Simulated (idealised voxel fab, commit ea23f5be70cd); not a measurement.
Process module under the name voxel self aligned vias
It is cross-section cut that appears here, measuring 270 nm in width, its square cells being 5 nm in size.
A cross-section is written here as square cells arranged in a grid, and it is given in bands from the top down, each band taking up one or more rows of cells. Top, bottom (nm), then materials left to right with widths (nm); lone material tagged "full width" fills the whole band edge to edge; "air" = empty space. Heights are reckoned from 0. Under this level, the received wafer is all of one material. The bottommost band is open-ended downward, for example "0..down". Width: "30..40" (first number = top row, second number = bottom row, same change from row to row of cells). Basically "everything unchanged" means that step didn't change any cell in the cross-section. Entry "Catalogued sealed voids". Content: empty spaces with no open connection to the top, size 8 cells or greater. Each: width x height at distance. Distance: from left edge. Unit: nm. Anything after a step's settings on that line? It's the simulator's own note about the step. The "overlay nm" setting may appear on a step's line; for a step that uses a mask, it gives how far to the right of its planned position the mask lay, and a negative value indicates the left.
INTENDED PROCESS STEPS
step 1: RECEIVE | material Si
step 2: CONFORMAL_DEP | material SiO2 | thk nm 15
step 3: CONFORMAL_DEP | material SiCN | thk nm 5
step 4: DIRECTIONAL_DEP | material lowk | thk nm 25
step 5: MASKED_ETCH | tone open | mask id LINES | width nm 30 | pitch nm 70 | etch materials lowk | depth nm 25 | overlay nm 0
step 6: CONFORMAL_DEP | material TiN | thk nm 5
step 7: FILL_DEP | material W | thk nm 10
step 8: CMP | height nm 45
step 9: SELECTIVE_ETCH | etch materials W Ru TiN | depth nm 5
step 10: FILL_DEP | material SiN | thk nm 10
step 11: CMP | height nm 45
step 12: DIRECTIONAL_DEP | material lowk | thk nm 15
step 13: DIRECTIONAL_DEP | material aC | thk nm 15
step 14: PATTERN | tone open | mask id VIAS | material resist | width nm 50 | pitch nm 70 | thk nm 30 | overlay nm 0
step 15: DIRECTIONAL_ETCH | etch materials aC | depth nm 15
step 16: STRIP | etch materials resist
step 17: DIRECTIONAL_ETCH | etch materials lowk | depth nm 15
step 18: DIRECTIONAL_ETCH | etch materials SiN | depth nm 5
step 19: STRIP | etch materials aC
step 20: CONFORMAL_DEP | material TiN | thk nm 5
step 21: FILL_DEP | material W | thk nm 5
step 22: CMP | height nm 60
step 23: CONFORMAL_DEP | material SiN | thk nm 5
RECEIVED-STATE CROSS-SECTION, REFLECTING COMPLETION OF STEP 1
    0..down | Si full width
    Catalogued sealed voids: none
FIRST OF TWO WAFERS AT THE END OF THE MODULE, SHOWN IN CROSS-SECTION; RUN CARRIED OUT AS PLANNED
    65..60 | SiN full width
    60..50 | 40 lowk / 5 TiN / 40 W / 5 TiN / 20 lowk / 5 TiN / 40 W / 5 TiN / 20 lowk / 5 TiN / 40 W / 5 TiN / 40 lowk
    50..45 | 40 lowk / 15 TiN / 20 W / 15 TiN / 20 lowk / 15 TiN / 20 W / 15 TiN / 20 lowk / 15 TiN / 20 W / 15 TiN / 40 lowk
    45..40 | 50 lowk / 30 TiN / 40 lowk / 30 TiN / 40 lowk / 30 TiN / 50 lowk
    40..25 | 50 lowk / 5 TiN / 20 W / 5 TiN / 40 lowk / 5 TiN / 20 W / 5 TiN / 40 lowk / 5 TiN / 20 W / 5 TiN / 50 lowk
    25..20 | 50 lowk / 30 TiN / 40 lowk / 30 TiN / 40 lowk / 30 TiN / 50 lowk
    20..15 | SiCN full width
    15..0 | SiO2 full width
    0..down | Si full width
    Catalogued sealed voids: none
WAFER TWO (OF TWO), END-OF-MODULE CROSS-SECTION: START = WAFER ONE, PLAN = WAFER ONE, ONE RUN MISTAKE
    65..60 | SiN full width
    60..50 | 45 lowk / 5 TiN / 35 W / 5 TiN / 25 lowk / 5 TiN / 35 W / 5 TiN / 25 lowk / 5 TiN / 35 W / 5 TiN / 40 lowk
    50..45 | 45 lowk / 10 TiN / 20 W / 15 TiN / 25 lowk / 10 TiN / 20 W / 15 TiN / 25 lowk / 10 TiN / 20 W / 15 TiN / 40 lowk
    45..40 | 50 lowk / 30 TiN / 40 lowk / 30 TiN / 40 lowk / 30 TiN / 50 lowk
    40..25 | 50 lowk / 5 TiN / 20 W / 5 TiN / 40 lowk / 5 TiN / 20 W / 5 TiN / 40 lowk / 5 TiN / 20 W / 5 TiN / 50 lowk
    25..20 | 50 lowk / 30 TiN / 40 lowk / 30 TiN / 40 lowk / 30 TiN / 50 lowk
    20..15 | SiCN full width
    15..0 | SiO2 full width
    0..down | Si full width
    Catalogued sealed voids: none
Here's what went sideways: step 14 deviated from plan and actually ran as PATTERN | tone open | mask id VIAS | material resist | width nm 45 | pitch nm 70 | thk nm 30 | overlay nm 0
It is noted that, at the conclusion of processing, the second wafer exhibits a higher or lower cell count for certain materials relative to the first: 3 fewer of TiN; 6 fewer of W; 9 more of lowk
